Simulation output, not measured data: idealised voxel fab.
process module | voxel wiring stack
cross-section cut | 280 nm wide | cells 5 nm
A cross-section is a grid of square cells, given in bands from the top down. A band is one or more rows of cells.
Each band's line starts with the height of the band's top and of its bottom, in nm. Then come its materials from left to right, each with its width in nm. One material with "throughout" fills the band from edge to edge. "air" is empty space.
Height 0 is the level under which the wafer as received is all one material. The lowest band goes on downwards, as in "0 down".
A width such as "30 to 40" changes by the same amount from each row of cells to the next, from the band's top row to its bottom row.
"no change" after a step means that no cell of the cross-section changed.
closed voids: empty space of 8 cells or more with no open way to the top, each as width x height at its distance from the left edge, in nm
after a step's settings: what the simulator itself notes on the step
overlay nm, on a step with a mask: how far to the right of its planned place the mask lay; to the left if negative
plan
1 op RECEIVE | material Si
2 op CONFORMAL_DEP | material SiO2 | thk nm 15
3 op DIRECTIONAL_DEP | material TiN | thk nm 5
4 op DIRECTIONAL_DEP | material Ru | thk nm 25
5 op MASKED_ETCH | tone cover | mask id METAL_1 | width nm 20 | pitch nm 50 | etch materials Ru | depth nm 25 | overlay nm 0
6 op MASKED_ETCH | tone cover | mask id METAL_1 | width nm 20 | pitch nm 50 | etch materials TiN | depth nm 5 | overlay nm 0
7 op CONFORMAL_DEP | material SiCN | thk nm 5
8 op FILL_DEP | material SiO2 | thk nm 5
9 op CMP | height nm 45
10 op CONFORMAL_DEP | material SiCN | thk nm 5
11 op DIRECTIONAL_DEP | material lowk | thk nm 20
12 op PATTERN | tone open | mask id PLUG_1 | material resist | width nm 15 | pitch nm 100 | thk nm 15 | overlay nm 0
13 op DIRECTIONAL_ETCH | etch materials lowk | depth nm 20
14 op DIRECTIONAL_ETCH | etch materials SiCN | depth nm 5
15 op STRIP | etch materials resist
16 op CONFORMAL_DEP | material TiN | thk nm 5
17 op FILL_DEP | material W | thk nm 5
18 op CMP | height nm 70
19 op DIRECTIONAL_DEP | material TiN | thk nm 5
20 op DIRECTIONAL_DEP | material Ru | thk nm 20
21 op DIRECTIONAL_DEP | material aC | thk nm 10
22 op PATTERN | tone cover | mask id METAL_2 | material resist | width nm 20 | pitch nm 50 | thk nm 30 | overlay nm 0
23 op DIRECTIONAL_ETCH | etch materials aC | depth nm 10
24 op STRIP | etch materials resist
25 op DIRECTIONAL_ETCH | etch materials Ru | depth nm 20
26 op DIRECTIONAL_ETCH | etch materials TiN | depth nm 5
27 op STRIP | etch materials aC
28 op CONFORMAL_DEP | material SiN | thk nm 5
29 op FILL_DEP | material lowk | thk nm 5
30 op CMP | height nm 95
31 op CONFORMAL_DEP | material SiCN | thk nm 5
32 op DIRECTIONAL_DEP | material lowk | thk nm 25
33 op MASKED_ETCH | tone open | mask id METAL_3_HOLES | width nm 15 | pitch nm 100 | etch materials lowk | depth nm 25 | overlay nm 0
34 op PATTERN | tone open | mask id METAL_3 | material resist | width nm 20 | pitch nm 50 | thk nm 20 | overlay nm 0
35 op DIRECTIONAL_ETCH | etch materials lowk | depth nm 15
36 op DIRECTIONAL_ETCH | etch materials SiCN | depth nm 5
37 op STRIP | etch materials resist
38 op CONFORMAL_DEP | material TiN | thk nm 5
39 op FILL_DEP | material Cu | thk nm 5
40 op CMP | height nm 125
41 op CONFORMAL_DEP | material SiN | thk nm 5
first wafer, as planned
as received, after step 1
  0 down: Si throughout
  closed voids: none
after step 2
  15 to 0: SiO2 throughout
  below 0: unchanged
after step 3
  20 to 15: TiN throughout
  below 15: unchanged
after step 4
  45 to 20: Ru throughout
  below 20: unchanged
after step 5
  45 to 20: air 80 | Ru 20 | air 30 | Ru 20 | air 30 | Ru 20 | air 80
  below 20: unchanged
after step 6
  45 to 20: air 80 | Ru 20 | air 30 | Ru 20 | air 30 | Ru 20 | air 80
  20 to 15: air 80 | TiN 20 | air 30 | TiN 20 | air 30 | TiN 20 | air 80
  below 15: unchanged
after step 7
  50 to 45: air 75 | SiCN 30 | air 20 | SiCN 30 | air 20 | SiCN 30 | air 75
  45 to 20: air 75 | SiCN 5 | Ru 20 | SiCN 5 | air 20 | SiCN 5 | Ru 20 | SiCN 5 | air 20 | SiCN 5 | Ru 20 | SiCN 5 | air 75
  20 to 15: SiCN 80 | TiN 20 | SiCN 30 | TiN 20 | SiCN 30 | TiN 20 | SiCN 80
  below 15: unchanged
after step 8
  55 to 50: SiO2 throughout
  50 to 45: SiO2 75 | SiCN 30 | SiO2 20 | SiCN 30 | SiO2 20 | SiCN 30 | SiO2 75
  45 to 20: SiO2 75 | SiCN 5 | Ru 20 | SiCN 5 | SiO2 20 | SiCN 5 | Ru 20 | SiCN 5 | SiO2 20 | SiCN 5 | Ru 20 | SiCN 5 | SiO2 75
  below 20: unchanged
after step 9
  45 to 20: SiO2 75 | SiCN 5 | Ru 20 | SiCN 5 | SiO2 20 | SiCN 5 | Ru 20 | SiCN 5 | SiO2 20 | SiCN 5 | Ru 20 | SiCN 5 | SiO2 75
  below 20: unchanged
after step 10
  50 to 45: SiCN throughout
  below 45: unchanged
after step 11
  70 to 50: lowk throughout
  below 50: unchanged
after step 12
  85 to 70: resist 80 | air 15 | resist 85 | air 15 | resist 85
  below 70: unchanged
after step 13
  85 to 70: resist 80 | air 15 | resist 85 | air 15 | resist 85
  70 to 50: lowk 80 | air 15 | lowk 85 | air 15 | lowk 85
  below 50: unchanged
after step 14
  85 to 70: resist 80 | air 15 | resist 85 | air 15 | resist 85
  70 to 50: lowk 80 | air 15 | lowk 85 | air 15 | lowk 85
  50 to 45: SiCN 80 | air 15 | SiCN 85 | air 15 | SiCN 85
  below 45: unchanged
after step 15
  70 to 50: lowk 80 | air 15 | lowk 85 | air 15 | lowk 85
  below 50: unchanged
after step 16
  75 to 70: TiN 85 | air 5 | TiN 95 | air 5 | TiN 90
  70 to 50: lowk 80 | TiN 5 | air 5 | TiN 5 | lowk 85 | TiN 5 | air 5 | TiN 5 | lowk 85
  50 to 45: SiCN 80 | TiN 15 | SiCN 85 | TiN 15 | SiCN 85
  below 45: unchanged
after step 17
  80 to 75: W throughout
  75 to 70: TiN 85 | W 5 | TiN 95 | W 5 | TiN 90
  70 to 50: lowk 80 | TiN 5 | W 5 | TiN 5 | lowk 85 | TiN 5 | W 5 | TiN 5 | lowk 85
  below 50: unchanged
after step 18
  70 to 50: lowk 80 | TiN 5 | W 5 | TiN 5 | lowk 85 | TiN 5 | W 5 | TiN 5 | lowk 85
  below 50: unchanged
after step 19
  75 to 70: TiN throughout
  below 70: unchanged
after step 20
  95 to 75: Ru throughout
  below 75: unchanged
after step 21
  105 to 95: aC throughout
  below 95: unchanged
after step 22
  135 to 105: air 80 | resist 20 | air 30 | resist 20 | air 30 | resist 20 | air 80
  below 105: unchanged
after step 23
  125 to 105: air 80 | resist 20 | air 30 | resist 20 | air 30 | resist 20 | air 80
  105 to 95: air 80 | aC 20 | air 30 | aC 20 | air 30 | aC 20 | air 80
  below 95: unchanged
after step 24
  105 to 95: air 80 | aC 20 | air 30 | aC 20 | air 30 | aC 20 | air 80
  below 95: unchanged
after step 25
  105 to 95: air 80 | aC 20 | air 30 | aC 20 | air 30 | aC 20 | air 80
  95 to 75: air 80 | Ru 20 | air 30 | Ru 20 | air 30 | Ru 20 | air 80
  below 75: unchanged
after step 26
  105 to 95: air 80 | aC 20 | air 30 | aC 20 | air 30 | aC 20 | air 80
  95 to 75: air 80 | Ru 20 | air 30 | Ru 20 | air 30 | Ru 20 | air 80
  75 to 70: air 80 | TiN 20 | air 30 | TiN 20 | air 30 | TiN 20 | air 80
  below 70: unchanged
after step 27
  95 to 75: air 80 | Ru 20 | air 30 | Ru 20 | air 30 | Ru 20 | air 80
  below 75: unchanged
after step 28
  100 to 95: air 75 | SiN 30 | air 20 | SiN 30 | air 20 | SiN 30 | air 75
  95 to 75: air 75 | SiN 5 | Ru 20 | SiN 5 | air 20 | SiN 5 | Ru 20 | SiN 5 | air 20 | SiN 5 | Ru 20 | SiN 5 | air 75
  75 to 70: SiN 80 | TiN 20 | SiN 30 | TiN 20 | SiN 30 | TiN 20 | SiN 80
  below 70: unchanged
after step 29
  105 to 100: lowk throughout
  100 to 95: lowk 75 | SiN 30 | lowk 20 | SiN 30 | lowk 20 | SiN 30 | lowk 75
  95 to 75: lowk 75 | SiN 5 | Ru 20 | SiN 5 | lowk 20 | SiN 5 | Ru 20 | SiN 5 | lowk 20 | SiN 5 | Ru 20 | SiN 5 | lowk 75
  below 75: unchanged
after step 30
  95 to 75: lowk 75 | SiN 5 | Ru 20 | SiN 5 | lowk 20 | SiN 5 | Ru 20 | SiN 5 | lowk 20 | SiN 5 | Ru 20 | SiN 5 | lowk 75
  below 75: unchanged
after step 31
  100 to 95: SiCN throughout
  below 95: unchanged
after step 32
  125 to 100: lowk throughout
  below 100: unchanged
after step 33
  125 to 100: lowk 80 | air 15 | lowk 85 | air 15 | lowk 85
  below 100: unchanged
after step 34
  145 to 125: resist 80 | air 20 | resist 30 | air 20 | resist 30 | air 20 | resist 80
  below 125: unchanged
after step 35
  145 to 125: resist 80 | air 20 | resist 30 | air 20 | resist 30 | air 20 | resist 80
  125 to 110: lowk 80 | air 20 | lowk 30 | air 20 | lowk 30 | air 20 | lowk 80
  below 110: unchanged
after step 36
  145 to 125: resist 80 | air 20 | resist 30 | air 20 | resist 30 | air 20 | resist 80
  125 to 110: lowk 80 | air 20 | lowk 30 | air 20 | lowk 30 | air 20 | lowk 80
  110 to 100: lowk 80 | air 15 | lowk 85 | air 15 | lowk 85
  100 to 95: SiCN 80 | air 15 | SiCN 85 | air 15 | SiCN 85
  below 95: unchanged
after step 37
  125 to 110: lowk 80 | air 20 | lowk 30 | air 20 | lowk 30 | air 20 | lowk 80
  below 110: unchanged
after step 38
  130 to 125: TiN 85 | air 10 | TiN 40 | air 10 | TiN 40 | air 10 | TiN 85
  125 to 115: lowk 80 | TiN 5 | air 10 | TiN 5 | lowk 30 | TiN 5 | air 10 | TiN 5 | lowk 30 | TiN 5 | air 10 | TiN 5 | lowk 80
  115 to 110: lowk 80 | TiN 5 | air 5 | TiN 10 | lowk 30 | TiN 20 | lowk 30 | TiN 5 | air 5 | TiN 10 | lowk 80
  110 to 100: lowk 80 | TiN 5 | air 5 | TiN 5 | lowk 85 | TiN 5 | air 5 | TiN 5 | lowk 85
  100 to 95: SiCN 80 | TiN 15 | SiCN 85 | TiN 15 | SiCN 85
  below 95: unchanged
after step 39
  135 to 130: Cu throughout
  130 to 125: TiN 85 | Cu 10 | TiN 40 | Cu 10 | TiN 40 | Cu 10 | TiN 85
  125 to 115: lowk 80 | TiN 5 | Cu 10 | TiN 5 | lowk 30 | TiN 5 | Cu 10 | TiN 5 | lowk 30 | TiN 5 | Cu 10 | TiN 5 | lowk 80
  115 to 110: lowk 80 | TiN 5 | Cu 5 | TiN 10 | lowk 30 | TiN 20 | lowk 30 | TiN 5 | Cu 5 | TiN 10 | lowk 80
  110 to 100: lowk 80 | TiN 5 | Cu 5 | TiN 5 | lowk 85 | TiN 5 | Cu 5 | TiN 5 | lowk 85
  below 100: unchanged
after step 40
  125 to 115: lowk 80 | TiN 5 | Cu 10 | TiN 5 | lowk 30 | TiN 5 | Cu 10 | TiN 5 | lowk 30 | TiN 5 | Cu 10 | TiN 5 | lowk 80
  below 115: unchanged
after step 41
  130 to 125: SiN throughout
  below 125: unchanged
second wafer: like start, like plan, one mistake. Through step 3 it matches the first wafer
when step 4 should have ended
  45 to 20: SiCN throughout
  below 20: unchanged
when step 5 should have ended: no change
when step 6 should have ended: no change
when step 7 should have ended
  50 to 20: SiCN throughout
  below 20: unchanged
when step 8 should have ended
  55 to 50: SiO2 throughout
  below 50: unchanged
when step 9 should have ended
  45 to 20: SiCN throughout
  below 20: unchanged
when step 10 should have ended
  50 to 20: SiCN throughout
  below 20: unchanged
when step 11 should have ended
  70 to 50: lowk throughout
  below 50: unchanged
when step 12 should have ended
  85 to 70: resist 80 | air 15 | resist 85 | air 15 | resist 85
  below 70: unchanged
when step 13 should have ended
  85 to 70: resist 80 | air 15 | resist 85 | air 15 | resist 85
  70 to 50: lowk 80 | air 15 | lowk 85 | air 15 | lowk 85
  below 50: unchanged
when step 14 should have ended
  85 to 70: resist 80 | air 15 | resist 85 | air 15 | resist 85
  70 to 50: lowk 80 | air 15 | lowk 85 | air 15 | lowk 85
  50 to 45: SiCN 80 | air 15 | SiCN 85 | air 15 | SiCN 85
  below 45: unchanged
when step 15 should have ended
  70 to 50: lowk 80 | air 15 | lowk 85 | air 15 | lowk 85
  below 50: unchanged
when step 16 should have ended
  75 to 70: TiN 85 | air 5 | TiN 95 | air 5 | TiN 90
  70 to 50: lowk 80 | TiN 5 | air 5 | TiN 5 | lowk 85 | TiN 5 | air 5 | TiN 5 | lowk 85
  50 to 45: SiCN 80 | TiN 15 | SiCN 85 | TiN 15 | SiCN 85
  below 45: unchanged
when step 17 should have ended
  80 to 75: W throughout
  75 to 70: TiN 85 | W 5 | TiN 95 | W 5 | TiN 90
  70 to 50: lowk 80 | TiN 5 | W 5 | TiN 5 | lowk 85 | TiN 5 | W 5 | TiN 5 | lowk 85
  below 50: unchanged
when step 18 should have ended
  70 to 50: lowk 80 | TiN 5 | W 5 | TiN 5 | lowk 85 | TiN 5 | W 5 | TiN 5 | lowk 85
  below 50: unchanged
when step 19 should have ended
  75 to 70: TiN throughout
  below 70: unchanged
when step 20 should have ended
  95 to 75: Ru throughout
  below 75: unchanged
when step 21 should have ended
  105 to 95: aC throughout
  below 95: unchanged
when step 22 should have ended
  135 to 105: air 80 | resist 20 | air 30 | resist 20 | air 30 | resist 20 | air 80
  below 105: unchanged
when step 23 should have ended
  125 to 105: air 80 | resist 20 | air 30 | resist 20 | air 30 | resist 20 | air 80
  105 to 95: air 80 | aC 20 | air 30 | aC 20 | air 30 | aC 20 | air 80
  below 95: unchanged
when step 24 should have ended
  105 to 95: air 80 | aC 20 | air 30 | aC 20 | air 30 | aC 20 | air 80
  below 95: unchanged
when step 25 should have ended
  105 to 95: air 80 | aC 20 | air 30 | aC 20 | air 30 | aC 20 | air 80
  95 to 75: air 80 | Ru 20 | air 30 | Ru 20 | air 30 | Ru 20 | air 80
  below 75: unchanged
when step 26 should have ended
  105 to 95: air 80 | aC 20 | air 30 | aC 20 | air 30 | aC 20 | air 80
  95 to 75: air 80 | Ru 20 | air 30 | Ru 20 | air 30 | Ru 20 | air 80
  75 to 70: air 80 | TiN 20 | air 30 | TiN 20 | air 30 | TiN 20 | air 80
  below 70: unchanged
when step 27 should have ended
  95 to 75: air 80 | Ru 20 | air 30 | Ru 20 | air 30 | Ru 20 | air 80
  below 75: unchanged
when step 28 should have ended
  100 to 95: air 75 | SiN 30 | air 20 | SiN 30 | air 20 | SiN 30 | air 75
  95 to 75: air 75 | SiN 5 | Ru 20 | SiN 5 | air 20 | SiN 5 | Ru 20 | SiN 5 | air 20 | SiN 5 | Ru 20 | SiN 5 | air 75
  75 to 70: SiN 80 | TiN 20 | SiN 30 | TiN 20 | SiN 30 | TiN 20 | SiN 80
  below 70: unchanged
when step 29 should have ended
  105 to 100: lowk throughout
  100 to 95: lowk 75 | SiN 30 | lowk 20 | SiN 30 | lowk 20 | SiN 30 | lowk 75
  95 to 75: lowk 75 | SiN 5 | Ru 20 | SiN 5 | lowk 20 | SiN 5 | Ru 20 | SiN 5 | lowk 20 | SiN 5 | Ru 20 | SiN 5 | lowk 75
  below 75: unchanged
when step 30 should have ended
  95 to 75: lowk 75 | SiN 5 | Ru 20 | SiN 5 | lowk 20 | SiN 5 | Ru 20 | SiN 5 | lowk 20 | SiN 5 | Ru 20 | SiN 5 | lowk 75
  below 75: unchanged
when step 31 should have ended
  100 to 95: SiCN throughout
  below 95: unchanged
when step 32 should have ended
  125 to 100: lowk throughout
  below 100: unchanged
when step 33 should have ended
  125 to 100: lowk 80 | air 15 | lowk 85 | air 15 | lowk 85
  below 100: unchanged
when step 34 should have ended
  145 to 125: resist 80 | air 20 | resist 30 | air 20 | resist 30 | air 20 | resist 80
  below 125: unchanged
when step 35 should have ended
  145 to 125: resist 80 | air 20 | resist 30 | air 20 | resist 30 | air 20 | resist 80
  125 to 110: lowk 80 | air 20 | lowk 30 | air 20 | lowk 30 | air 20 | lowk 80
  below 110: unchanged
when step 36 should have ended
  145 to 125: resist 80 | air 20 | resist 30 | air 20 | resist 30 | air 20 | resist 80
  125 to 110: lowk 80 | air 20 | lowk 30 | air 20 | lowk 30 | air 20 | lowk 80
  110 to 100: lowk 80 | air 15 | lowk 85 | air 15 | lowk 85
  100 to 95: SiCN 80 | air 15 | SiCN 85 | air 15 | SiCN 85
  below 95: unchanged
when step 37 should have ended
  125 to 110: lowk 80 | air 20 | lowk 30 | air 20 | lowk 30 | air 20 | lowk 80
  below 110: unchanged
when step 38 should have ended
  130 to 125: TiN 85 | air 10 | TiN 40 | air 10 | TiN 40 | air 10 | TiN 85
  125 to 115: lowk 80 | TiN 5 | air 10 | TiN 5 | lowk 30 | TiN 5 | air 10 | TiN 5 | lowk 30 | TiN 5 | air 10 | TiN 5 | lowk 80
  115 to 110: lowk 80 | TiN 5 | air 5 | TiN 10 | lowk 30 | TiN 20 | lowk 30 | TiN 5 | air 5 | TiN 10 | lowk 80
  110 to 100: lowk 80 | TiN 5 | air 5 | TiN 5 | lowk 85 | TiN 5 | air 5 | TiN 5 | lowk 85
  100 to 95: SiCN 80 | TiN 15 | SiCN 85 | TiN 15 | SiCN 85
  below 95: unchanged
when step 39 should have ended
  135 to 130: Cu throughout
  130 to 125: TiN 85 | Cu 10 | TiN 40 | Cu 10 | TiN 40 | Cu 10 | TiN 85
  125 to 115: lowk 80 | TiN 5 | Cu 10 | TiN 5 | lowk 30 | TiN 5 | Cu 10 | TiN 5 | lowk 30 | TiN 5 | Cu 10 | TiN 5 | lowk 80
  115 to 110: lowk 80 | TiN 5 | Cu 5 | TiN 10 | lowk 30 | TiN 20 | lowk 30 | TiN 5 | Cu 5 | TiN 10 | lowk 80
  110 to 100: lowk 80 | TiN 5 | Cu 5 | TiN 5 | lowk 85 | TiN 5 | Cu 5 | TiN 5 | lowk 85
  below 100: unchanged
when step 40 should have ended
  125 to 115: lowk 80 | TiN 5 | Cu 10 | TiN 5 | lowk 30 | TiN 5 | Cu 10 | TiN 5 | lowk 30 | TiN 5 | Cu 10 | TiN 5 | lowk 80
  below 115: unchanged
when step 41 should have ended
  130 to 125: SiN throughout
  below 125: unchanged
what went wrong: step 4 ran as: op DIRECTIONAL_DEP | material SiCN | thk nm 25
at the end the second wafer has, in cells: 60 fewer of Ru | 206 more of SiCN | 190 fewer of SiO2 | 44 more of TiN
